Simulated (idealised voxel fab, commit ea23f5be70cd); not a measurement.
The name of this process module is voxel transistor to metal.
Cross-section cut: width 185 nm, square cells of 5 nm.
Cross-sections here: square-cell grids, written as top-down lists of bands, a band being one or more rows of cells. The band entry comprises the height of the band's top followed by the height of its bottom, expressed in nm, and subsequently the band's materials from left to right, each stated together with its width in nm. Where a single material is marked with the word "throughout", that material fills the band from edge to edge. The word "empty" represents empty space. Convention: height 0 is the level below which the wafer, as received, is all one material. The lowest band does not terminate at the bottom but continues downward, represented as "0 nm and below". Think of "30->40" as a width that walks from the first number to the second as you go down the band, top row to bottom row, taking equal-sized steps from row to row. You'll sometimes find "all unchanged" written for a step, and that's the way of saying that nowhere in the cross-section did a cell change during that step. Fully enclosed voids: empty space of 8 cells or more with no open way to the top, each as width x height at its distance from the left edge, in nm. Note: text after step settings on the step line = simulator remark on that step. A step line may carry the setting "overlay nm", which, for steps involving a mask, states the distance by which the mask lay to the right of its intended position; negative values denote displacement to the left.
Steps planned for the process:
1 RECEIVE,material Si
2 CONFORMAL_DEP,material SiO2,thk nm 5
3 CONFORMAL_DEP,material SiN,thk nm 10
4 DIRECTIONAL_DEP,material aC,thk nm 10
5 PATTERN,tone cover,mask id ACTIVE,material resist,width nm 125,thk nm 30,overlay nm 0
6 DIRECTIONAL_ETCH,etch materials aC,depth nm 10
7 STRIP,etch materials resist
8 DIRECTIONAL_ETCH,etch materials SiN,depth nm 10
9 DIRECTIONAL_ETCH,etch materials SiO2,depth nm 5
10 DIRECTIONAL_ETCH,etch materials Si,depth nm 20
11 STRIP,etch materials aC
12 FILL_DEP,material SiO2,thk nm 10
13 CMP,height nm 15
14 SELECTIVE_ETCH,etch materials SiO2,depth nm 5
15 STRIP,etch materials SiN
16 SELECTIVE_ETCH,etch materials SiO2,depth nm 5
17 OXIDIZE,depth nm 5
18 DIRECTIONAL_DEP,material polySi,thk nm 30
19 DIRECTIONAL_DEP,material SiCN,thk nm 10
20 MASKED_ETCH,tone cover,mask id GATE,width nm 35,etch materials SiCN,depth nm 20,overlay nm 0
21 MASKED_ETCH,tone cover,mask id GATE,width nm 35,etch materials polySi,depth nm 40,overlay nm 0
22 CONFORMAL_DEP,material SiN,thk nm 10
23 DIRECTIONAL_ETCH,etch materials SiN,depth nm 10
24 DIRECTIONAL_ETCH,etch materials SiO2,depth nm 5
25 DIRECTIONAL_ETCH,etch materials Si,depth nm 5
26 EPI,material SiGe,thk nm 5
27 FILL_DEP,material SiO2,thk nm 5
28 CMP,height nm 30
29 STRIP,etch materials polySi
30 SELECTIVE_ETCH,etch materials SiO2,depth nm 5
31 CONFORMAL_DEP,material HfO2,thk nm 5
32 CONFORMAL_DEP,material TiN,thk nm 5
33 FILL_DEP,material W,thk nm 5
34 CMP,height nm 25
35 DIRECTIONAL_DEP,material SiO2,thk nm 15
36 MASKED_ETCH,tone open,mask id CONTACT,width nm 20,pitch nm 95,etch materials SiO2,depth nm 45,overlay nm 0
37 CONFORMAL_DEP,material TiN,thk nm 5
38 FILL_DEP,material Ru,thk nm 5
39 CMP,height nm 40
40 CONFORMAL_DEP,material SiN,thk nm 5
41 DIRECTIONAL_DEP,material SiO2,thk nm 15
42 PATTERN,tone open,mask id METAL_1,material resist,width nm 20,pitch nm 95,thk nm 15,overlay nm 0
43 DIRECTIONAL_ETCH,etch materials SiO2,depth nm 15
44 DIRECTIONAL_ETCH,etch materials SiN,depth nm 5
45 STRIP,etch materials resist
46 CONFORMAL_DEP,material TiN,thk nm 5
47 FILL_DEP,material Cu,thk nm 10
48 CMP,height nm 60
49 CONFORMAL_DEP,material SiN,thk nm 5
The cross-section here shows the wafer as received, i.e. in its state after step 1:
* 0 nm and below: Si throughout
* Fully enclosed voids: none
Result of the module, cross-sectioned: start per above, plan per above, one error in how it was run:
* 80 nm to 75 nm: SiN throughout
* 75 nm to 65 nm: Cu throughout
* 65 nm to 60 nm: TiN=40  Cu=10  TiN=85  Cu=10  TiN=40
* 60 nm to 45 nm: SiO2=35  TiN=5  Cu=10  TiN=5  SiO2=75  TiN=5  Cu=10  TiN=5  SiO2=35
* 45 nm to 40 nm: SiN=35  TiN=20  SiN=75  TiN=20  SiN=35
* 40 nm to 25 nm: SiO2=35  TiN=5  Ru=10  TiN=5  SiO2=75  TiN=5  Ru=10  TiN=5  SiO2=35
* 25 nm to 5 nm: SiO2=35  TiN=5  Ru=10  TiN=5  SiO2=10  SiN=10  HfO2=5  TiN=5  W=15  TiN=5  HfO2=5  SiN=10  SiO2=10  TiN=5  Ru=10  TiN=5  SiO2=35
* 5 nm to 0 nm: SiO2=25  SiN=10  TiN=10  Ru=5  TiN=5  SiO2=10  SiN=10  HfO2=5  TiN=25  HfO2=5  SiN=10  SiO2=10  TiN=5  Ru=5  TiN=10  SiN=10  SiO2=25
* 0 nm to -5 nm: SiO2=35  SiGe=5  TiN=15  SiO2=5  SiGe=5  SiO2=5  HfO2=45  SiO2=5  SiGe=5  SiO2=5  TiN=15  SiGe=5  SiO2=35
* -5 nm to -10 nm: SiO2=30  Si=5  SiGe=30  Si=55  SiGe=30  Si=5  SiO2=30
* -10 nm to -20 nm: SiO2=30  Si=125  SiO2=30
* -20 nm and below: Si throughout
* Fully enclosed voids: none
So what did we get wrong on this run? skipped: plan step 48 (never run)
